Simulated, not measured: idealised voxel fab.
This section sets out a process module, namely voxel capacitor over wiring.
270 nm wide, 5 nm square cells: that's cross-section cut.
A cross-section in this document is a grid of square cells, and it is written down as bands, the top band listed before the ones below it; a band is made up of one or more rows of cells.
Heads up on the band format: heights come first, top then bottom, in nm. After that it's the materials left to right, each with its width in nm. A single material flagged "everywhere" fills the whole band edge to edge, and "air" means there's empty space there.
Convention: height 0 is the level below which the wafer, as received, is all one material. The lowest band does not terminate at the bottom but continues downward, represented as "z 0 and below".
Width spec "30 to 40" -> top row of cells at first value, bottom row at second value, equal per-row change in between.
What does "remained the same" mean for a step? It means no cell of the cross-section changed in that step.
What "Closed cavities" gives you is every empty space of 8 cells or more that is cut off from the top. Each appears as width x height at distance, with the distance taken from the left edge and width, height and distance all in nm.
What comes after the settings on a step's line is commentary from the simulator itself on that step.
Regarding "overlay nm": on a step with a mask, it is the distance the mask lay to the right of its planned place; a negative value places it to the left.

BELOW IS THE LIST OF PLANNED PROCESS STEPS
1,RECEIVE: material Si
2,CONFORMAL_DEP: material SiO2, thk nm 15
3,CONFORMAL_DEP: material SiN, thk nm 5
4,DIRECTIONAL_DEP: material SiO2, thk nm 20
5,PATTERN: tone open, mask id METAL_1, material resist, width nm 30, pitch nm 90, thk nm 20, overlay nm 0
6,DIRECTIONAL_ETCH: etch materials SiO2, depth nm 20
7,DIRECTIONAL_ETCH: etch materials SiN, depth nm 5
8,STRIP: etch materials resist
9,CONFORMAL_DEP: material TiN, thk nm 5
10,FILL_DEP: material Ru, thk nm 10
11,CMP: height nm 40
12,EPI: material Ru, thk nm 5
13,FILL_DEP: material SiCN, thk nm 5
14,DIRECTIONAL_DEP: material lowk, thk nm 15
15,DIRECTIONAL_DEP: material aC, thk nm 10
16,PATTERN: tone open, mask id PLUG_1, material resist, width nm 15, thk nm 25, overlay nm 0
17,DIRECTIONAL_ETCH: etch materials aC, depth nm 10
18,STRIP: etch materials resist
19,DIRECTIONAL_ETCH: etch materials lowk, depth nm 15
20,DIRECTIONAL_ETCH: etch materials SiCN, depth nm 5
21,STRIP: etch materials aC
22,CONFORMAL_DEP: material TiN, thk nm 5
23,FILL_DEP: material Cu, thk nm 5
24,CMP: height nm 65
25,DIRECTIONAL_DEP: material TiN, thk nm 5
26,DIRECTIONAL_DEP: material Al2O3, thk nm 5
27,DIRECTIONAL_DEP: material TiN, thk nm 10
28,DIRECTIONAL_DEP: material aC, thk nm 15
29,PATTERN: tone cover, mask id UPPER_PLATE, material resist, width nm 65, thk nm 35, overlay nm 0
30,DIRECTIONAL_ETCH: etch materials aC, depth nm 15
31,STRIP: etch materials resist
32,DIRECTIONAL_ETCH: etch materials TiN, depth nm 10
33,DIRECTIONAL_ETCH: etch materials Al2O3, depth nm 5
34,STRIP: etch materials aC
35,PATTERN: tone cover, mask id LOWER_PLATE, material resist, width nm 75, thk nm 20, overlay nm 0
36,DIRECTIONAL_ETCH: etch materials TiN, depth nm 5
37,STRIP: etch materials resist
38,FILL_DEP: material SiO2, thk nm 15
39,CMP: height nm 95
40,MASKED_ETCH: tone open, mask id PLUG_2, width nm 15, etch materials SiO2, depth nm 10, overlay nm 0
41,CONFORMAL_DEP: material TiN, thk nm 5
42,FILL_DEP: material Cu, thk nm 10
43,CMP: height nm 95
44,CONFORMAL_DEP: material SiCN, thk nm 5

AS-RECEIVED WAFER CROSS-SECTION (AFTER STEP 1)
	z 0 and below  Si everywhere
	Closed cavities: none

CROSS-SECTIONAL IMAGE OF THE FIRST OF TWO WAFERS AT THE END OF THE MODULE, THE RUN HAVING PROCEEDED AS PLANNED
	z 100 to 95  SiCN everywhere
	z 95 to 90  SiO2 100 nm  TiN 5 nm  Cu 5 nm  TiN 5 nm  SiO2 155 nm
	z 90 to 85  SiO2 100 nm  TiN 15 nm  SiO2 155 nm
	z 85 to 75  SiO2 90 nm  TiN 65 nm  SiO2 115 nm
	z 75 to 70  SiO2 90 nm  Al2O3 65 nm  SiO2 115 nm
	z 70 to 65  SiO2 85 nm  TiN 75 nm  SiO2 110 nm
	z 65 to 50  lowk 90 nm  TiN 5 nm  Cu 5 nm  TiN 5 nm  lowk 165 nm
	z 50 to 45  SiCN 90 nm  TiN 15 nm  SiCN 165 nm
	z 45 to 40  SiCN 70 nm  Ru 40 nm  SiCN 50 nm  Ru 40 nm  SiCN 70 nm
	z 40 to 20  SiO2 75 nm  TiN 5 nm  Ru 20 nm  TiN 5 nm  SiO2 60 nm  TiN 5 nm  Ru 20 nm  TiN 5 nm  SiO2 75 nm
	z 20 to 15  SiN 75 nm  TiN 30 nm  SiN 60 nm  TiN 30 nm  SiN 75 nm
	z 15 to 0  SiO2 everywhere
	z 0 and below  Si everywhere
	Closed cavities: none

CROSS-SECTION OF THE LATTER OF THE TWO WAFERS AT MODULE COMPLETION. IT HAD AN IDENTICAL START AND AN IDENTICAL PLAN TO THE FORMER; IN RUNNING IT, ONE MISTAKE WAS MADE
	z 100 to 95  SiCN everywhere
	z 95 to 90  SiO2 100 nm  TiN 5 nm  Cu 5 nm  TiN 5 nm  SiO2 155 nm
	z 90 to 85  SiO2 100 nm  TiN 15 nm  SiO2 155 nm
	z 85 to 75  SiO2 90 nm  TiN 65 nm  SiO2 115 nm
	z 75 to 70  SiO2 90 nm  Al2O3 65 nm  SiO2 115 nm
	z 70 to 65  SiO2 85 nm  TiN 75 nm  SiO2 110 nm
	z 65 to 60  Cu 65 nm  TiN 30 nm  Cu 5 nm  TiN 15 nm  Cu 40 nm  TiN 50 nm  Cu 65 nm
	z 60 to 55  TiN 70 nm  lowk 20 nm  TiN 5 nm  Cu 5 nm  TiN 5 nm  lowk 5 nm  TiN 50 nm  lowk 40 nm  TiN 70 nm
	z 55 to 50  lowk 90 nm  TiN 5 nm  Cu 5 nm  TiN 5 nm  lowk 165 nm
	z 50 to 45  lowk 90 nm  TiN 15 nm  lowk 165 nm
	z 45 to 40  lowk 70 nm  Ru 40 nm  lowk 50 nm  Ru 40 nm  lowk 70 nm
	z 40 to 20  SiO2 75 nm  TiN 5 nm  Ru 20 nm  TiN 5 nm  SiO2 60 nm  TiN 5 nm  Ru 20 nm  TiN 5 nm  SiO2 75 nm
	z 20 to 15  SiN 75 nm  TiN 30 nm  SiN 60 nm  TiN 30 nm  SiN 75 nm
	z 15 to 0  SiO2 everywhere
	z 0 and below  Si everywhere
	Closed cavities: none
Plan not followed: plan step 13 skipped
at the end the second wafer has, in cells: +34 Cu; -89 SiCN; +55 TiN
